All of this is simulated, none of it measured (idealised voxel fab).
The name of this process module is voxel transistor to metal.
Displayed cross-section: cut, width of 245 nm, square cells sized 5 nm.
When this document writes out a cross-section, it uses a grid of square cells and lists it as bands, beginning at the top and moving down, with a band standing for one or more rows of cells. Basically the band line says how high the top is and how high the bottom is, in nm, and then what's in it from left to right, every material with its width in nm. Empty space shows up as "air", and if a single material carries "full width" it runs the full band edge to edge. The reference from which all heights are counted is 0, the level beneath which the as-received wafer is entirely one material; the lowest band, having no lower bound, proceeds downward and is written after the example "from 0 down". Top row gets the first number, bottom row gets the second, and each row in between changes by the same step: that is how a band width like "30..40" works. Where a step carries "remains unaltered", the cross-section came out of it unchanged, cell for cell. Look at "Sealed-off cavities" for the closed voids: empty spaces with no open path to the top, sized 8 cells or up. Each is width x height at distance, distance from the left edge, all nm. Note: text after step settings on the step line = simulator remark on that step. If you see "overlay nm" on a step's line and that step has a mask, it's telling you how far right of where it was planned the mask ended up; a negative number means it went left instead.
# Planned process steps
1,RECEIVE: material Si
2,OXIDIZE: depth nm 5
3,CONFORMAL_DEP: material SiN, thk nm 10
4,MASKED_ETCH: tone cover, mask id ACTIVE, width nm 95, pitch nm 115, etch materials SiN, depth nm 10, overlay nm 0
5,MASKED_ETCH: tone cover, mask id ACTIVE, width nm 95, pitch nm 115, etch materials SiO2, depth nm 5, overlay nm 0
6,MASKED_ETCH: tone cover, mask id ACTIVE, width nm 95, pitch nm 115, etch materials Si, depth nm 35, overlay nm 0
7,OXIDIZE: depth nm 5
8,FILL_DEP: material SiO2, thk nm 10
9,CMP: height nm 10
10,SELECTIVE_ETCH: etch materials SiO2, depth nm 10
11,STRIP: etch materials SiN
12,SELECTIVE_ETCH: etch materials SiO2, depth nm 5
13,OXIDIZE: depth nm 5
14,DIRECTIONAL_DEP: material polySi, thk nm 30
15,DIRECTIONAL_DEP: material SiCN, thk nm 15
16,MASKED_ETCH: tone cover, mask id GATE, width nm 25, pitch nm 115, etch materials SiCN, depth nm 25, overlay nm 0
17,MASKED_ETCH: tone cover, mask id GATE, width nm 25, pitch nm 115, etch materials polySi, depth nm 40, overlay nm 0
18,CONFORMAL_DEP: material SiN, thk nm 10
19,DIRECTIONAL_ETCH: etch materials SiN, depth nm 10
20,DIRECTIONAL_ETCH: etch materials SiO2, depth nm 5
21,DIRECTIONAL_ETCH: etch materials Si, depth nm 10
22,EPI: material SiGe, thk nm 10
23,FILL_DEP: material SiO2, thk nm 5
24,CMP: height nm 25
25,STRIP: etch materials polySi
26,SELECTIVE_ETCH: etch materials SiO2, depth nm 5
27,CONFORMAL_DEP: material HfO2, thk nm 5
28,CONFORMAL_DEP: material TiN, thk nm 5
29,FILL_DEP: material W, thk nm 10
30,CMP: height nm 20
31,DIRECTIONAL_DEP: material SiO2, thk nm 15
32,DIRECTIONAL_DEP: material aC, thk nm 10
33,PATTERN: tone open, mask id CONTACT, material resist, width nm 15, thk nm 30, overlay nm 0
34,DIRECTIONAL_ETCH: etch materials aC, depth nm 10
35,STRIP: etch materials resist
36,DIRECTIONAL_ETCH: etch materials SiO2, depth nm 45
37,STRIP: etch materials aC
38,CONFORMAL_DEP: material TiN, thk nm 5
39,FILL_DEP: material W, thk nm 5
40,CMP: height nm 35
41,CONFORMAL_DEP: material SiCN, thk nm 5
42,DIRECTIONAL_DEP: material lowk, thk nm 25
43,DIRECTIONAL_DEP: material aC, thk nm 15
44,PATTERN: tone open, mask id METAL_1, material resist, width nm 15, thk nm 35, overlay nm 0
45,DIRECTIONAL_ETCH: etch materials aC, depth nm 15
46,STRIP: etch materials resist
47,DIRECTIONAL_ETCH: etch materials lowk, depth nm 25
48,DIRECTIONAL_ETCH: etch materials SiCN, depth nm 5
49,STRIP: etch materials aC
50,CONFORMAL_DEP: material TiN, thk nm 5
51,FILL_DEP: material Cu, thk nm 10
52,CMP: height nm 65
53,CONFORMAL_DEP: material SiCN, thk nm 5
54,DIRECTIONAL_DEP: material SiO2, thk nm 25
55,DIRECTIONAL_DEP: material aC, thk nm 10
56,PATTERN: tone open, mask id METAL_2, material resist, width nm 15, pitch nm 115, thk nm 25, overlay nm 0
57,DIRECTIONAL_ETCH: etch materials aC, depth nm 10
58,STRIP: etch materials resist
59,DIRECTIONAL_ETCH: etch materials SiO2, depth nm 15
60,STRIP: etch materials aC
61,DIRECTIONAL_DEP: material aC, thk nm 15
62,PATTERN: tone open, mask id METAL_2_HOLES, material resist, width nm 15, pitch nm 115, thk nm 35, overlay nm 0
63,DIRECTIONAL_ETCH: etch materials aC, depth nm 15
64,STRIP: etch materials resist
65,DIRECTIONAL_ETCH: etch materials SiO2, depth nm 10
66,DIRECTIONAL_ETCH: etch materials SiCN, depth nm 5
67,STRIP: etch materials aC
68,CONFORMAL_DEP: material TiN, thk nm 5
69,FILL_DEP: material Cu, thk nm 10
70,CMP: height nm 95
71,CONFORMAL_DEP: material SiN, thk nm 5
# Cross-section, incoming material, after step 1
  from 0 down: Si full width
  Sealed-off cavities: none
# Here's the wafer cut in cross-section after the module, started and planned just like above, except one thing was done wrong in the run
  from 100 to 95: SiN full width
  from 95 to 70: 20 nm SiO2, 5 nm TiN, 5 nm Cu, 5 nm TiN, 100 nm SiO2, 5 nm TiN, 5 nm Cu, 5 nm TiN, 95 nm SiO2
  from 70 to 65: 20 nm SiCN, 15 nm TiN, 100 nm SiCN, 15 nm TiN, 95 nm SiCN
  from 65 to 40: 15 nm Cu, 5 nm TiN, 15 nm lowk, 5 nm TiN, 45 nm Cu, 5 nm TiN, 15 nm lowk, 5 nm TiN, 20 nm Cu, 5 nm TiN, 15 nm lowk, 5 nm TiN, 45 nm Cu, 5 nm TiN, 15 nm lowk, 5 nm TiN, 20 nm Cu
  from 40 to 35: 20 nm TiN, 15 nm SiCN, 55 nm TiN, 15 nm SiCN, 30 nm TiN, 15 nm SiCN, 55 nm TiN, 15 nm SiCN, 25 nm TiN
  from 35 to 20: 20 nm SiO2, 5 nm TiN, 5 nm W, 5 nm TiN, 55 nm SiO2, 5 nm TiN, 5 nm W, 5 nm TiN, 30 nm SiO2, 5 nm TiN, 5 nm W, 5 nm TiN, 55 nm SiO2, 5 nm TiN, 5 nm W, 5 nm TiN, 25 nm SiO2
  from 20 to 5: 20 nm SiO2, 5 nm TiN, 5 nm W, 5 nm TiN, 5 nm SiO2, 10 nm SiN, 5 nm HfO2, 5 nm TiN, 5 nm W, 5 nm TiN, 5 nm HfO2, 10 nm SiN, 5 nm SiO2, 5 nm TiN, 5 nm W, 5 nm TiN, 30 nm SiO2, 5 nm TiN, 5 nm W, 5 nm TiN, 5 nm SiO2, 10 nm SiN, 5 nm HfO2, 5 nm TiN, 5 nm W, 5 nm TiN, 5 nm HfO2, 10 nm SiN, 5 nm SiO2, 5 nm TiN, 5 nm W, 5 nm TiN, 25 nm SiO2
  from 5 to 0: 20 nm SiO2, 15 nm TiN, 5 nm SiO2, 10 nm SiN, 5 nm HfO2, 5 nm TiN, 5 nm W, 5 nm TiN, 5 nm HfO2, 10 nm SiN, 5 nm SiO2, 15 nm TiN, 30 nm SiO2, 15 nm TiN, 5 nm SiO2, 10 nm SiN, 5 nm HfO2, 5 nm TiN, 5 nm W, 5 nm TiN, 5 nm HfO2, 10 nm SiN, 5 nm SiO2, 15 nm TiN, 25 nm SiO2
  from 0 to -5: 20 nm SiO2, 10 nm TiN, 10 nm SiGe, 10 nm SiN, 5 nm HfO2, 15 nm TiN, 5 nm HfO2, 10 nm SiN, 10 nm SiGe, 10 nm TiN, 30 nm SiO2, 10 nm TiN, 10 nm SiGe, 10 nm SiN, 5 nm HfO2, 15 nm TiN, 5 nm HfO2, 10 nm SiN, 10 nm SiGe, 10 nm TiN, 25 nm SiO2
  from -5 to -10: 20 nm SiO2, 10 nm TiN, 10 nm SiGe, 5 nm SiO2, 35 nm HfO2, 5 nm SiO2, 10 nm SiGe, 10 nm TiN, 30 nm SiO2, 10 nm TiN, 10 nm SiGe, 5 nm SiO2, 35 nm HfO2, 5 nm SiO2, 10 nm SiGe, 10 nm TiN, 25 nm SiO2
  from -10 to -20: 20 nm SiO2, 20 nm SiGe, 45 nm Si, 20 nm SiGe, 30 nm SiO2, 20 nm SiGe, 45 nm Si, 20 nm SiGe, 25 nm SiO2
  from -20 to -45: 20 nm SiO2, 85 nm Si, 30 nm SiO2, 85 nm Si, 25 nm SiO2
  from -45 down: Si full width
  Sealed-off cavities: none
Which mistake was made when the wafer was run? for step 44, the planned setting was not used; the step was instead run as PATTERN: tone cover, mask id METAL_1, material resist, width nm 15, thk nm 35, overlay nm 0
